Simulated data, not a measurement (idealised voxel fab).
A process module follows: voxel capacitor over wiring.
Cross-section cut: width 220 nm, square cells of 5 nm.
Think of the cross-section as a grid of square cells. We describe it in bands, top to bottom, and each band covers one or more rows of those cells.
It is stipulated that each band's entry specify, in nanometres, the height of the top of the band and then that of its bottom, followed by the materials of the band in left-to-right sequence, each together with its width in nanometres. A single material marked by the word "throughout" is understood to fill the band from edge to edge; the word "air" is understood to denote empty space.
Convention: height 0 is the level below which the wafer, as received, is all one material. The lowest band does not terminate at the bottom but continues downward, represented as "0 -> down".
Quick explanation for "30 to 40": the width changes in equal steps down the rows of cells, from the first number in the band's top row to the second number in its bottom row.
"nothing got changed" after a step means that no cell of the cross-section changed.
The label "Enclosed voids" introduces a list of the empty spaces, 8 cells or larger, that have no open way up to the top; each entry in it reads width x height at distance, where the distance is taken from the left edge and all three are stated in nm.
Post-settings text on a step line: simulator's own remark regarding the step.
What "overlay nm" on a step's line means: if the step has a mask, that mask lay this far to the right of its planned place, or, when the value is negative, to the left.
[List of planned process steps]
1: RECEIVE with material Si
2: CONFORMAL_DEP with material SiO2, thk nm 15
3: DIRECTIONAL_DEP with material TiN, thk nm 5
4: DIRECTIONAL_DEP with material W, thk nm 20
5: DIRECTIONAL_DEP with material aC, thk nm 10
6: PATTERN with tone cover, mask id METAL_1, material resist, width nm 20, pitch nm 70, thk nm 30, overlay nm 0
7: DIRECTIONAL_ETCH with etch materials aC, depth nm 10
8: STRIP with etch materials resist
9: DIRECTIONAL_ETCH with etch materials W, depth nm 20
10: DIRECTIONAL_ETCH with etch materials TiN, depth nm 5
11: STRIP with etch materials aC
12: CONFORMAL_DEP with material SiCN, thk nm 5
13: FILL_DEP with material lowk, thk nm 5
14: CMP with height nm 40
15: CONFORMAL_DEP with material SiCN, thk nm 5
16: DIRECTIONAL_DEP with material lowk, thk nm 20
17: PATTERN with tone open, mask id PLUG_1, material resist, width nm 15, thk nm 20, overlay nm 0
18: DIRECTIONAL_ETCH with etch materials lowk, depth nm 20
19: DIRECTIONAL_ETCH with etch materials SiCN, depth nm 5
20: STRIP with etch materials resist
21: CONFORMAL_DEP with material TiN, thk nm 5
22: FILL_DEP with material Ru, thk nm 5
23: CMP with height nm 65
24: DIRECTIONAL_DEP with material TiN, thk nm 10
25: DIRECTIONAL_DEP with material HfO2, thk nm 5
26: DIRECTIONAL_DEP with material TiN, thk nm 10
27: PATTERN with tone cover, mask id UPPER_PLATE, material resist, width nm 55, thk nm 15, overlay nm 0
28: DIRECTIONAL_ETCH with etch materials TiN, depth nm 10
29: DIRECTIONAL_ETCH with etch materials HfO2, depth nm 5
30: STRIP with etch materials resist
31: PATTERN with tone cover, mask id LOWER_PLATE, material resist, width nm 65, thk nm 15, overlay nm 0
32: DIRECTIONAL_ETCH with etch materials TiN, depth nm 10
33: STRIP with etch materials resist
34: FILL_DEP with material SiO2, thk nm 15
35: CMP with height nm 100
36: DIRECTIONAL_DEP with material aC, thk nm 15
37: PATTERN with tone open, mask id PLUG_2, material resist, width nm 15, thk nm 30, overlay nm 0
38: DIRECTIONAL_ETCH with etch materials aC, depth nm 15
39: STRIP with etch materials resist
40: DIRECTIONAL_ETCH with etch materials SiO2, depth nm 10
41: STRIP with etch materials aC
42: CONFORMAL_DEP with material TiN, thk nm 5
43: FILL_DEP with material Cu, thk nm 10
44: CMP with height nm 100
45: CONFORMAL_DEP with material SiN, thk nm 5
[Cross-section of the wafer upon arrival, representing the state reached after step 1]
> 0 -> down | Si throughout
> Enclosed voids: none
[One mistake in running the module, otherwise start and plan as above: cross-section at the end]
> 105 -> 100 | SiN throughout
> 100 -> 95 | SiO2: 80; TiN: 5; Cu: 5; TiN: 5; SiO2: 125
> 95 -> 90 | SiO2: 80; TiN: 15; SiO2: 125
> 90 -> 80 | SiO2: 70; TiN: 55; SiO2: 95
> 80 -> 75 | SiO2: 70; HfO2: 55; SiO2: 95
> 75 -> 65 | SiO2: 65; TiN: 65; SiO2: 90
> 65 -> 45 | lowk: 70; TiN: 5; Ru: 5; TiN: 5; lowk: 135
> 45 -> 40 | SiCN: 70; TiN: 15; SiCN: 135
> 40 -> 35 | lowk: 60; SiCN: 5; W: 20; SiCN: 5; lowk: 40; SiCN: 5; W: 20; SiCN: 5; lowk: 60
> 35 -> 30 | SiCN: 65; TiN: 20; SiCN: 50; TiN: 20; SiCN: 65
> 30 -> 0 | SiO2 throughout
> 0 -> down | Si throughout
> Enclosed voids: none
Finding, execution versus plan: twice over, step 2 of the plan was run
